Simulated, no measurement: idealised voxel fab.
The following is a process module called voxel air gaps.
The cross-section on display is named cut; it measures 150 nm wide, and its cells are 5 nm squares.
Just so we're on the same page, the cross-sections are grids of square cells, and they're listed out in bands top to bottom, each band one or more rows deep. This entry defines a band. It first specifies the height of the band's top and the height of its bottom in nm, and then specifies the band's materials from left to right, stating each material with its width in nm. The word "edge to edge" identifies a single material that fills the band from edge to edge, while the word "air" identifies empty space. Basically, 0 is our baseline, since under it the wafer straight out of the box is all one material. The bottom band has no lower end and keeps on going down, so it looks like "0 and below". Read "30 to 40" as a graded width: first number on top, second number at the bottom, same change between each pair of neighbouring rows. When a step is marked "no alteration", none of the cells in the cross-section changed during that step. Look at "Closed cavities" for the closed voids: empty spaces with no open path to the top, sized 8 cells or up. Each is width x height at distance, distance from the left edge, all nm. It should be noted that, on the line of a given step, the content following the step's settings is a remark produced by the simulator itself with respect to that step. You can add "overlay nm" to a step's line. For a step with a mask, it describes how far the mask lay to the right of its planned position, and a negative number describes a lay to the left.

**This section lists the process steps that were planned**
step 1: RECEIVE: material Si
step 2: CONFORMAL_DEP: material SiO2, thk nm 15
step 3: CONFORMAL_DEP: material SiN, thk nm 5
step 4: DIRECTIONAL_DEP: material SiO2, thk nm 35
step 5: MASKED_ETCH: tone open, mask id LINES, width nm 20, pitch nm 45, etch materials SiO2, depth nm 35, overlay nm 0
step 6: CONFORMAL_DEP: material TiN, thk nm 5
step 7: FILL_DEP: material Ru, thk nm 5
step 8: CMP: height nm 55
step 9: EPI: material Ru, thk nm 10
step 10: SELECTIVE_ETCH: etch materials SiO2, depth nm 45
step 11: CONFORMAL_DEP: material SiN, thk nm 5

**Cross-section: wafer on arrival = after step 1**
  0 and below: Si edge to edge
  Closed cavities: none

**First wafer of two, sectioned at end of module; run went per plan**
  70 down to 65: air: 5  SiN: 140  air: 5
  65 down to 55: air: 5  SiN: 5  Ru: 40  SiN: 5  Ru: 40  SiN: 5  Ru: 40  SiN: 5  air: 5
  55 down to 50: air: 5  SiN: 15  TiN: 5  Ru: 10  TiN: 5  SiN: 25  TiN: 5  Ru: 10  TiN: 5  SiN: 25  TiN: 5  Ru: 10  TiN: 5  SiN: 15  air: 5
  50 down to 25: air: 15  SiN: 5  TiN: 5  Ru: 10  TiN: 5  SiN: 5  air: 15  SiN: 5  TiN: 5  Ru: 10  TiN: 5  SiN: 5  air: 15  SiN: 5  TiN: 5  Ru: 10  TiN: 5  SiN: 5  air: 15
  25 down to 20: SiN: 20  TiN: 20  SiN: 25  TiN: 20  SiN: 25  TiN: 20  SiN: 20
  20 down to 15: SiN edge to edge
  15 down to 0: SiO2 edge to edge
  0 and below: Si edge to edge
  Closed cavities: 15 x 25 at 45; 15 x 25 at 90

**Second wafer cross-section at end of module - shared start and plan with the first, one mistake in the run**
  60 down to 50: SiN edge to edge
  50 down to 0: SiO2 edge to edge
  0 and below: Si edge to edge
  Closed cavities: none
What went wrong in running the wafer? steps 3 and 4: order swapped relative to plan
Final wafer comparison in cells, second versus first, more or fewer per material: Ru: 84 fewer | SiN: 70 fewer | SiO2: 210 more | TiN: 48 fewer
By the end, 2 closed voids are present in the first wafer and 0 in the second.
